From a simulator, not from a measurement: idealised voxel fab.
process module | voxel plated lines
cross-section cut | 190 nm wide | cells 5 nm
A cross-section is a grid of square cells, given in bands from the top down. A band is one or more rows of cells.
Each band's line starts with the height of the band's top and of its bottom, in nm. Then come its materials from left to right, each with its width in nm. One material with "throughout" fills the band from edge to edge. "air" is empty space.
Height 0 is the level under which the wafer as received is all one material. The lowest band goes on downwards, as in "0 down".
A width such as "30 to 40" changes by the same amount from each row of cells to the next, from the band's top row to its bottom row.
"no change" after a step means that no cell of the cross-section changed.
closed voids: empty space of 8 cells or more with no open way to the top, each as width x height at its distance from the left edge, in nm
after a step's settings: what the simulator itself notes on the step
overlay nm, on a step with a mask: how far to the right of its planned place the mask lay; to the left if negative
plan
1 op RECEIVE | material Si
2 op CONFORMAL_DEP | material Al2O3 | thk nm 5
3 op DIRECTIONAL_DEP | material TiN | thk nm 5
4 op PATTERN | tone open | mask id LINES | material resist | width nm 20 | pitch nm 35 | thk nm 15 | overlay nm 0
5 op EPI | material Ru | thk nm 5
6 op STRIP | etch materials resist
7 op DIRECTIONAL_ETCH | etch materials TiN | depth nm 5
8 op CONFORMAL_DEP | material SiN | thk nm 10
first wafer, as planned
as received, after step 1
  0 down: Si throughout
  closed voids: none
after step 2
  5 to 0: Al2O3 throughout
  below 0: unchanged
after step 3
  10 to 5: TiN throughout
  below 5: unchanged
after step 4
  25 to 10: resist 30 | air 20 | resist 15 | air 20 | resist 15 | air 20 | resist 15 | air 20 | resist 35
  below 10: unchanged
after step 5
  25 to 15: resist 30 | air 20 | resist 15 | air 20 | resist 15 | air 20 | resist 15 | air 20 | resist 35
  15 to 10: resist 30 | Ru 20 | resist 15 | Ru 20 | resist 15 | Ru 20 | resist 15 | Ru 20 | resist 35
  below 10: unchanged
after step 6
  15 to 10: air 30 | Ru 20 | air 15 | Ru 20 | air 15 | Ru 20 | air 15 | Ru 20 | air 35
  below 10: unchanged
after step 7
  15 to 10: air 30 | Ru 20 | air 15 | Ru 20 | air 15 | Ru 20 | air 15 | Ru 20 | air 35
  10 to 5: air 30 | TiN 20 | air 15 | TiN 20 | air 15 | TiN 20 | air 15 | TiN 20 | air 35
  below 5: unchanged
after step 8
  25 to 15: air 20 | SiN 145 | air 25
  15 to 10: SiN 30 | Ru 20 | SiN 15 | Ru 20 | SiN 15 | Ru 20 | SiN 15 | Ru 20 | SiN 35
  10 to 5: SiN 30 | TiN 20 | SiN 15 | TiN 20 | SiN 15 | TiN 20 | SiN 15 | TiN 20 | SiN 35
  below 5: unchanged
second wafer: like start, like plan, one mistake. Through step 7 it matches the first wafer
when step 8 should have ended: no change
what went wrong: step 8 was left out
at the end the second wafer has, in cells: 102 fewer of SiN
